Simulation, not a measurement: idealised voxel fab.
Process module, titled voxel gate over fins
Cross-section cut: width 155 nm, square cells of 5 nm.
Square cells in a grid make up a cross-section in this document, and the grid is given as bands, listed from the top down, each one or more rows of cells. It is stipulated that each band's entry specify, in nanometres, the height of the top of the band and then that of its bottom, followed by the materials of the band in left-to-right sequence, each together with its width in nanometres. A single material marked by the word "everywhere" is understood to fill the band from edge to edge; the word "blank" is understood to denote empty space. A quick word on heights: they are counted from 0, and under that level the wafer as it came to us is one material throughout. The lowest band is different from the rest in having no bottom; it simply continues downward, written as in "0..down". Think of "30..40" as a width that walks from the first number to the second as you go down the band, top row to bottom row, taking equal-sized steps from row to row. A step reported as "remains unaltered" is a step in which no cell of the cross-section changed. The label "Fully sealed cavities" introduces a list of the empty spaces, 8 cells or larger, that have no open way up to the top; each entry in it reads width x height at distance, where the distance is taken from the left edge and all three are stated in nm. Text after the settings on a step's line: the simulator's own remark on that step. overlay nm, on a step with a mask: how far to the right of its planned place the mask lay; to the left if negative.
PLANNED PROCESS STEPS
- 1: RECEIVE,material Si
- 2: CONFORMAL_DEP,material SiN,thk nm 10
- 3: MASKED_ETCH,tone cover,mask id FINS,width nm 15,pitch nm 55,etch materials SiN,depth nm 10,overlay nm 0
- 4: MASKED_ETCH,tone cover,mask id FINS,width nm 15,pitch nm 55,etch materials Si,depth nm 35,overlay nm 0
- 5: FILL_DEP,material SiO2,thk nm 15
- 6: CMP,height nm 10
- 7: DIRECTIONAL_DEP,material aC,thk nm 10
- 8: PATTERN,tone open,mask id RAIL,material resist,width nm 15,thk nm 25,overlay nm 0
- 9: DIRECTIONAL_ETCH,etch materials aC,depth nm 10
- 10: STRIP,etch materials resist
- 11: DIRECTIONAL_ETCH,etch materials SiO2,depth nm 40
- 12: STRIP,etch materials aC
- 13: CONFORMAL_DEP,material TiN,thk nm 5
- 14: FILL_DEP,material Ru,thk nm 10
- 15: CMP,height nm 10
- 16: SELECTIVE_ETCH,etch materials W Ru TiN,depth nm 30
- 17: FILL_DEP,material SiO2,thk nm 5
- 18: CMP,height nm 10
- 19: SELECTIVE_ETCH,etch materials SiO2,depth nm 25
- 20: STRIP,etch materials SiN
- 21: CONFORMAL_DEP,material HfO2,thk nm 5
- 22: CONFORMAL_DEP,material TiN,thk nm 5
- 23: CONFORMAL_DEP,material TiAl,thk nm 5
- 24: CONFORMAL_DEP,material TiN,thk nm 5
- 25: FILL_DEP,material W,thk nm 10
- 26: CMP,height nm 25
- 27: CONFORMAL_DEP,material SiCN,thk nm 10
RECEIVED-STATE CROSS-SECTION, REFLECTING COMPLETION OF STEP 1
    0..down: Si everywhere
    Fully sealed cavities: none
THE FIRST OF TWO WAFERS, CROSS-SECTIONED AT THE END OF THE MODULE, WITH THE RUN PROCEEDING AS PLANNED
    35..25: SiCN everywhere
    25..20: W everywhere
    20..15: TiN everywhere
    15..10: TiAl 45 nm, then TiN 10 nm, then TiAl 45 nm, then TiN 10 nm, then TiAl 45 nm
    10..5: TiAl 5 nm, then TiN 35 nm, then TiAl 5 nm, then TiN 10 nm, then TiAl 5 nm, then TiN 35 nm, then TiAl 5 nm, then TiN 10 nm, then TiAl 5 nm, then TiN 35 nm, then TiAl 5 nm
    5..0: TiAl 5 nm, then TiN 5 nm, then HfO2 25 nm, then TiN 5 nm, then TiAl 5 nm, then TiN 10 nm, then TiAl 5 nm, then TiN 5 nm, then HfO2 25 nm, then TiN 5 nm, then TiAl 5 nm, then TiN 10 nm, then TiAl 5 nm, then TiN 5 nm, then HfO2 25 nm, then TiN 5 nm, then TiAl 5 nm
    0..-5: TiAl 5 nm, then TiN 5 nm, then HfO2 5 nm, then Si 15 nm, then HfO2 5 nm, then TiN 5 nm, then TiAl 20 nm, then TiN 5 nm, then HfO2 5 nm, then Si 15 nm, then HfO2 5 nm, then TiN 5 nm, then TiAl 20 nm, then TiN 5 nm, then HfO2 5 nm, then Si 15 nm, then HfO2 5 nm, then TiN 5 nm, then TiAl 5 nm
    -5..-10: TiN 10 nm, then HfO2 5 nm, then Si 15 nm, then HfO2 5 nm, then TiN 30 nm, then HfO2 5 nm, then Si 15 nm, then HfO2 5 nm, then TiN 30 nm, then HfO2 5 nm, then Si 15 nm, then HfO2 5 nm, then TiN 10 nm
    -10..-15: HfO2 15 nm, then Si 15 nm, then HfO2 40 nm, then Si 15 nm, then HfO2 40 nm, then Si 15 nm, then HfO2 15 nm
    -15..-20: SiO2 15 nm, then Si 15 nm, then SiO2 40 nm, then Si 15 nm, then SiO2 40 nm, then Si 15 nm, then SiO2 15 nm
    -20..-25: SiO2 15 nm, then Si 15 nm, then SiO2 10 nm, then TiN 5 nm, then Ru 5 nm, then TiN 5 nm, then SiO2 15 nm, then Si 15 nm, then SiO2 40 nm, then Si 15 nm, then SiO2 15 nm
    -25..-30: SiO2 15 nm, then Si 15 nm, then SiO2 10 nm, then TiN 15 nm, then SiO2 15 nm, then Si 15 nm, then SiO2 40 nm, then Si 15 nm, then SiO2 15 nm
    -30..-35: SiO2 15 nm, then Si 15 nm, then SiO2 40 nm, then Si 15 nm, then SiO2 40 nm, then Si 15 nm, then SiO2 15 nm
    -35..down: Si everywhere
    Fully sealed cavities: none
CROSS-SECTIONAL IMAGE OF THE SECOND WAFER OF THE TWO FOLLOWING COMPLETION OF THE MODULE. STARTING STATE AND PROCESS PLAN WERE THE SAME AS FOR THE FIRST WAFER; ONE EXECUTION ERROR OCCURRED
    35..25: SiCN everywhere
    25..20: TiAl everywhere
    20..15: TiN everywhere
    15..0: HfO2 45 nm, then TiN 10 nm, then HfO2 45 nm, then TiN 10 nm, then HfO2 45 nm
    0..-15: HfO2 15 nm, then Si 15 nm, then HfO2 40 nm, then Si 15 nm, then HfO2 40 nm, then Si 15 nm, then HfO2 15 nm
    -15..-20: SiO2 15 nm, then Si 15 nm, then SiO2 40 nm, then Si 15 nm, then SiO2 40 nm, then Si 15 nm, then SiO2 15 nm
    -20..-25: SiO2 15 nm, then Si 15 nm, then SiO2 10 nm, then TiN 5 nm, then Ru 5 nm, then TiN 5 nm, then SiO2 15 nm, then Si 15 nm, then SiO2 40 nm, then Si 15 nm, then SiO2 15 nm
    -25..-30: SiO2 15 nm, then Si 15 nm, then SiO2 10 nm, then TiN 15 nm, then SiO2 15 nm, then Si 15 nm, then SiO2 40 nm, then Si 15 nm, then SiO2 15 nm
    -30..-35: SiO2 15 nm, then Si 15 nm, then SiO2 40 nm, then Si 15 nm, then SiO2 40 nm, then Si 15 nm, then SiO2 15 nm
    -35..down: Si everywhere
    Fully sealed cavities: none
Here's what went sideways: planned and actual differ for step 21; actual: CONFORMAL_DEP,material HfO2,thk nm 15
Count the cells at the end and the second wafer has more or fewer of some materials than the first: HfO2 +98, TiAl -18, TiN -49, W -31
